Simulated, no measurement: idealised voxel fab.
Process module, titled voxel capacitor over wiring
Section cut is 240 nm wide and gridded with 5 nm square cells.
Format of a cross-section: grid, square cells. Given as bands. Order: top down. Band: one or more rows of cells.
Per band: top height and bottom height in nm, followed by the left-to-right materials and their widths in nm; "everywhere" marks a single material spanning edge to edge, "blank" marks empty space.
Zero point of the height axis is 0; under it, received wafer = one material. Lowest band: continues down indefinitely, "0 -> down".
A two-number width, for instance "30->40", indicates that the width is equal to the first number in the top row of the band and to the second number in the bottom row, and that it changes by a constant amount per row of cells.
Where a step carries "nothing got changed", the cross-section came out of it unchanged, cell for cell.
This entry, "Cavities, closed", enumerates those empty regions of no fewer than 8 cells that possess no open connection to the top. Each region is reported in the form width x height at distance, the distance being taken from the left edge, with all three quantities expressed in nm.
It should be noted that, on the line of a given step, the content following the step's settings is a remark produced by the simulator itself with respect to that step.
The "overlay nm" setting may appear on a step's line; for a step that uses a mask, it gives how far to the right of its planned position the mask lay, and a negative value indicates the left.

The planned process steps are enumerated hereunder
1 RECEIVE | material Si
2 CONFORMAL_DEP | material SiO2 | thk nm 10
3 DIRECTIONAL_DEP | material TiN | thk nm 5
4 DIRECTIONAL_DEP | material W | thk nm 15
5 DIRECTIONAL_DEP | material aC | thk nm 10
6 PATTERN | tone cover | mask id METAL_1 | material resist | width nm 30 | pitch nm 95 | thk nm 25 | overlay nm 0
7 DIRECTIONAL_ETCH | etch materials aC | depth nm 10
8 STRIP | etch materials resist
9 DIRECTIONAL_ETCH | etch materials W | depth nm 15
10 DIRECTIONAL_ETCH | etch materials TiN | depth nm 5
11 STRIP | etch materials aC
12 CONFORMAL_DEP | material SiN | thk nm 5
13 FILL_DEP | material lowk | thk nm 5
14 CMP | height nm 30
15 CONFORMAL_DEP | material SiCN | thk nm 5
16 DIRECTIONAL_DEP | material lowk | thk nm 10
17 PATTERN | tone open | mask id PLUG_1 | material resist | width nm 15 | thk nm 20 | overlay nm 0
18 DIRECTIONAL_ETCH | etch materials lowk | depth nm 10
19 DIRECTIONAL_ETCH | etch materials SiCN | depth nm 5
20 STRIP | etch materials resist
21 CONFORMAL_DEP | material TiN | thk nm 5
22 FILL_DEP | material Ru | thk nm 5
23 CMP | height nm 45
24 DIRECTIONAL_DEP | material TiN | thk nm 5
25 DIRECTIONAL_DEP | material Al2O3 | thk nm 5
26 DIRECTIONAL_DEP | material TiN | thk nm 5
27 DIRECTIONAL_DEP | material aC | thk nm 15
28 PATTERN | tone cover | mask id UPPER_PLATE | material resist | width nm 70 | thk nm 35 | overlay nm 0
29 DIRECTIONAL_ETCH | etch materials aC | depth nm 15
30 STRIP | etch materials resist
31 DIRECTIONAL_ETCH | etch materials TiN | depth nm 5
32 DIRECTIONAL_ETCH | etch materials Al2O3 | depth nm 5
33 STRIP | etch materials aC
34 MASKED_ETCH | tone cover | mask id LOWER_PLATE | width nm 80 | etch materials TiN | depth nm 5 | overlay nm 0
35 FILL_DEP | material SiO2 | thk nm 20
36 CMP | height nm 75
37 MASKED_ETCH | tone open | mask id PLUG_2 | width nm 15 | etch materials SiO2 | depth nm 15 | overlay nm -15
38 CONFORMAL_DEP | material TiN | thk nm 5
39 FILL_DEP | material Ru | thk nm 5
40 CMP | height nm 75
41 CONFORMAL_DEP | material SiN | thk nm 5
All wafers enter the flow in the same state. The overlay nm at step 37 differs from wafer to wafer, and the plan gives the value for the first wafer.

The as-received cross-section of the first of several wafers corresponds to the state after step 1
    0 -> down = Si everywhere
    Cavities, closed: none

Gained (+) or lost (-) cells of each material since receipt, then closed voids: one row per wafer, at the end of the module
overlay nm -15, +14 Al2O3, +4 Ru, +45 SiCN, +96 SiN, +331 SiO2, +56 TiN, +36 W, +186 lowk, Cavities, closed: none
overlay nm -10, +14 Al2O3, +4 Ru, +45 SiCN, +96 SiN, +331 SiO2, +56 TiN, +36 W, +186 lowk, Cavities, closed: none
overlay nm -5, +14 Al2O3, +4 Ru, +45 SiCN, +96 SiN, +331 SiO2, +56 TiN, +36 W, +186 lowk, Cavities, closed: none
overlay nm 0, +14 Al2O3, +4 Ru, +45 SiCN, +96 SiN, +331 SiO2, +56 TiN, +36 W, +186 lowk, Cavities, closed: none
overlay nm 5, +14 Al2O3, +4 Ru, +45 SiCN, +96 SiN, +331 SiO2, +56 TiN, +36 W, +186 lowk, Cavities, closed: none
overlay nm 10, +14 Al2O3, +4 Ru, +45 SiCN, +96 SiN, +331 SiO2, +56 TiN, +36 W, +186 lowk, Cavities, closed: none
overlay nm 15, +14 Al2O3, +4 Ru, +45 SiCN, +96 SiN, +331 SiO2, +56 TiN, +36 W, +186 lowk, Cavities, closed: none
